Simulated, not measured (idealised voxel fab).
The following is a process module called voxel capacitor over wiring.
Each square cell in cross-section cut measures 5 nm, and the section as a whole is 190 nm wide.
Format of a cross-section: grid, square cells. Given as bands. Order: top down. Band: one or more rows of cells.
Band: top height; bottom height; in nm. Then, left to right: material with width in nm, for each material. "throughout": a single material spanning edge to edge. "empty": empty space.
Measure heights from 0. That's the level where, below it, the as-received wafer is all one material. The lowest band is bottomless and extends downward; write it as in "0 and below".
Top row gets the first number, bottom row gets the second, and each row in between changes by the same step: that is how a band width like "30 to 40" works.
What does "identical to before" mean for a step? It means no cell of the cross-section changed in that step.
Closed empty spaces (no open way to the top) of 8 cells or more are what "Cavities, sealed" lists, each as width x height at distance from the left edge, nm for all three.
Formally, on a step line, whatever follows the settings is a remark that the simulator itself makes on the step.
overlay nm: for a step with a mask, the amount by which the mask lay right of where it was planned; a negative amount means left of it.

[The process steps that were planned are listed below]
- 1: RECEIVE: material Si
- 2: CONFORMAL_DEP: material SiO2, thk nm 10
- 3: DIRECTIONAL_DEP: material TiN, thk nm 5
- 4: DIRECTIONAL_DEP: material Ru, thk nm 25
- 5: PATTERN: tone cover, mask id METAL_1, material resist, width nm 20, pitch nm 75, thk nm 15, overlay nm 0
- 6: DIRECTIONAL_ETCH: etch materials Ru, depth nm 25
- 7: DIRECTIONAL_ETCH: etch materials TiN, depth nm 5
- 8: STRIP: etch materials resist
- 9: FILL_DEP: material SiO2, thk nm 10
- 10: CMP: height nm 40
- 11: CONFORMAL_DEP: material SiCN, thk nm 5
- 12: DIRECTIONAL_DEP: material SiO2, thk nm 10
- 13: PATTERN: tone open, mask id PLUG_1, material resist, width nm 15, thk nm 20, overlay nm 0
- 14: DIRECTIONAL_ETCH: etch materials SiO2, depth nm 10
- 15: DIRECTIONAL_ETCH: etch materials SiCN, depth nm 5
- 16: STRIP: etch materials resist
- 17: EPI: material Ru, thk nm 10
- 18: EPI: material Ru, thk nm 5
- 19: DIRECTIONAL_DEP: material TiN, thk nm 10
- 20: DIRECTIONAL_DEP: material HfO2, thk nm 5
- 21: DIRECTIONAL_DEP: material TiN, thk nm 10
- 22: PATTERN: tone cover, mask id UPPER_PLATE, material resist, width nm 60, thk nm 20, overlay nm 0
- 23: DIRECTIONAL_ETCH: etch materials TiN, depth nm 10
- 24: DIRECTIONAL_ETCH: etch materials HfO2, depth nm 5
- 25: STRIP: etch materials resist
- 26: DIRECTIONAL_DEP: material aC, thk nm 10
- 27: PATTERN: tone cover, mask id LOWER_PLATE, material resist, width nm 70, thk nm 30, overlay nm 0
- 28: DIRECTIONAL_ETCH: etch materials aC, depth nm 10
- 29: STRIP: etch materials resist
- 30: DIRECTIONAL_ETCH: etch materials TiN, depth nm 10
- 31: STRIP: etch materials aC
- 32: FILL_DEP: material SiO2, thk nm 15
- 33: CMP: height nm 90
- 34: MASKED_ETCH: tone open, mask id PLUG_2, width nm 15, etch materials SiO2, depth nm 10, overlay nm 0
- 35: CONFORMAL_DEP: material TiN, thk nm 5
- 36: FILL_DEP: material W, thk nm 5
- 37: CMP: height nm 90
- 38: CONFORMAL_DEP: material SiCN, thk nm 5

[Incoming wafer, cross-sectional view, post step 1]
- 0 and below | Si throughout
- Cavities, sealed: none

[Here's the wafer cut in cross-section after the module, started and planned just like above, except one thing was done wrong in the run]
- 95 down to 90 | SiCN throughout
- 90 down to 85 | SiO2 60  TiN 5  W 5  TiN 5  SiO2 115
- 85 down to 80 | SiO2 60  TiN 15  SiO2 115
- 80 down to 70 | SiO2 65  TiN 45  SiO2 80
- 70 down to 65 | SiO2 50  TiN 15  HfO2 45  SiO2 80
- 65 down to 60 | SiO2 45  TiN 70  SiO2 75
- 60 down to 55 | SiO2 45  TiN 5  HfO2 15  TiN 50  SiO2 75
- 55 down to 45 | SiO2 50  TiN 15  SiO2 125
- 45 down to 40 | SiCN 50  Ru 15  SiCN 125
- 40 down to 15 | SiO2 45  Ru 20  SiO2 55  Ru 20  SiO2 50
- 15 down to 10 | SiO2 45  TiN 20  SiO2 55  TiN 20  SiO2 50
- 10 down to 0 | SiO2 throughout
- 0 and below | Si throughout
- Cavities, sealed: none
Heads up, the wafer didn't run the way we planned it: it should be noted that step 17 of the plan was omitted and was not performed
